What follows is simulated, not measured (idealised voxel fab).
The process module presented herein is designated voxel capacitor over wiring.
260 nm wide, 5 nm square cells: that's cross-section cut.
This document writes a cross-section as a grid whose cells are square, and gives it as bands, listed from the top down; one or more rows of cells form a band. For a band, the entry starts with two heights in nm, that of the top and then that of the bottom, and carries on with the band's materials in order from left to right, each alongside its width in nm; the word "edge to edge" beside a single material means it fills the band edge to edge, and "blank" means empty space. Heights are reckoned from 0. Under this level, the received wafer is all of one material. The bottommost band is open-ended downward, for example "z 0 and below". Per-row width for "30..40": begins at first number (top row of band), ends at second number (bottom row), increment between rows held constant. It should be understood that the words "no modification", when stated for a given step, signify that the cross-section underwent no change in any of its cells during that step. The entry "Encapsulated voids" lists the empty spaces that cover at least 8 cells and have no open path to the top. Each is written as width x height at distance, where the distance is measured from the left edge and all three values are in nm. What comes after the settings on a step's line is commentary from the simulator itself on that step. "overlay nm" answers the question of how far to the right of plan the mask lay on a step that has a mask, and when it is negative the answer is to the left.
The planned process steps are enumerated hereunder
| 1 | RECEIVE,material Si |
| 2 | CONFORMAL_DEP,material SiO2,thk nm 10 |
| 3 | DIRECTIONAL_DEP,material TiN,thk nm 5 |
| 4 | DIRECTIONAL_DEP,material W,thk nm 15 |
| 5 | MASKED_ETCH,tone cover,mask id METAL_1,width nm 30,pitch nm 100,etch materials W,depth nm 15,overlay nm 0 |
| 6 | MASKED_ETCH,tone cover,mask id METAL_1,width nm 30,pitch nm 100,etch materials TiN,depth nm 5,overlay nm 0 |
| 7 | CONFORMAL_DEP,material SiN,thk nm 5 |
| 8 | FILL_DEP,material lowk,thk nm 10 |
| 9 | CMP,height nm 30 |
| 10 | CONFORMAL_DEP,material SiCN,thk nm 5 |
| 11 | DIRECTIONAL_DEP,material lowk,thk nm 15 |
| 12 | MASKED_ETCH,tone open,mask id PLUG_1,width nm 15,etch materials lowk,depth nm 15,overlay nm 0 |
| 13 | MASKED_ETCH,tone open,mask id PLUG_1,width nm 15,etch materials SiCN,depth nm 5,overlay nm 0 |
| 14 | EPI,material Ru,thk nm 10 |
| 15 | EPI,material Ru,thk nm 10 |
| 16 | DIRECTIONAL_DEP,material TiN,thk nm 5 |
| 17 | DIRECTIONAL_DEP,material HfO2,thk nm 5 |
| 18 | DIRECTIONAL_DEP,material TiN,thk nm 10 |
| 19 | DIRECTIONAL_DEP,material aC,thk nm 15 |
| 20 | PATTERN,tone cover,mask id UPPER_PLATE,material resist,width nm 75,thk nm 35,overlay nm 0 |
| 21 | DIRECTIONAL_ETCH,etch materials aC,depth nm 15 |
| 22 | STRIP,etch materials resist |
| 23 | DIRECTIONAL_ETCH,etch materials TiN,depth nm 10 |
| 24 | DIRECTIONAL_ETCH,etch materials HfO2,depth nm 5 |
| 25 | STRIP,etch materials aC |
| 26 | DIRECTIONAL_DEP,material aC,thk nm 15 |
| 27 | PATTERN,tone cover,mask id LOWER_PLATE,material resist,width nm 85,thk nm 30,overlay nm 0 |
| 28 | DIRECTIONAL_ETCH,etch materials aC,depth nm 15 |
| 29 | STRIP,etch materials resist |
| 30 | DIRECTIONAL_ETCH,etch materials TiN,depth nm 5 |
| 31 | STRIP,etch materials aC |
| 32 | FILL_DEP,material SiO2,thk nm 15 |
| 33 | CMP,height nm 80 |
| 34 | DIRECTIONAL_DEP,material aC,thk nm 10 |
| 35 | PATTERN,tone open,mask id PLUG_2,material resist,width nm 15,thk nm 25,overlay nm 0 |
| 36 | DIRECTIONAL_ETCH,etch materials aC,depth nm 10 |
| 37 | STRIP,etch materials resist |
| 38 | DIRECTIONAL_ETCH,etch materials SiO2,depth nm 10 |
| 39 | STRIP,etch materials aC |
| 40 | CONFORMAL_DEP,material TiN,thk nm 5 |
| 41 | FILL_DEP,material Cu,thk nm 5 |
| 42 | CMP,height nm 80 |
| 43 | CONFORMAL_DEP,material SiN,thk nm 5 |
as received, after step 1
- z 0 and below = Si edge to edge
- Encapsulated voids: none
Look at the cross-section after the module: the wafer started out the way shown above and the plan was the one shown above, yet one mistake was made along the way
- z 85 to 80 = SiN edge to edge
- z 80 to 75 = 90 SiO2; 5 TiN; 5 Cu; 5 TiN; 155 SiO2
- z 75 to 70 = 90 SiO2; 15 TiN; 155 SiO2
- z 70 to 60 = 80 SiO2; 75 TiN; 105 SiO2
- z 60 to 55 = 80 SiO2; 75 HfO2; 105 SiO2
- z 55 to 50 = 75 SiO2; 85 TiN; 100 SiO2
- z 50 to 35 = 80 lowk; 15 Ru; 165 lowk
- z 35 to 30 = 80 SiCN; 10 Ru; 170 SiCN
- z 30 to 15 = 60 lowk; 5 SiN; 30 W; 5 SiN; 60 lowk; 5 SiN; 30 W; 5 SiN; 60 lowk
- z 15 to 10 = 65 SiN; 30 TiN; 70 SiN; 30 TiN; 65 SiN
- z 10 to 0 = SiO2 edge to edge
- z 0 and below = Si edge to edge
- Encapsulated voids: none
Against the plan, the run slipped here: step 13 ran with different settings than intended, the actual operation and settings being MASKED_ETCH,tone open,mask id PLUG_1,width nm 15,etch materials SiCN,depth nm 5,overlay nm -5
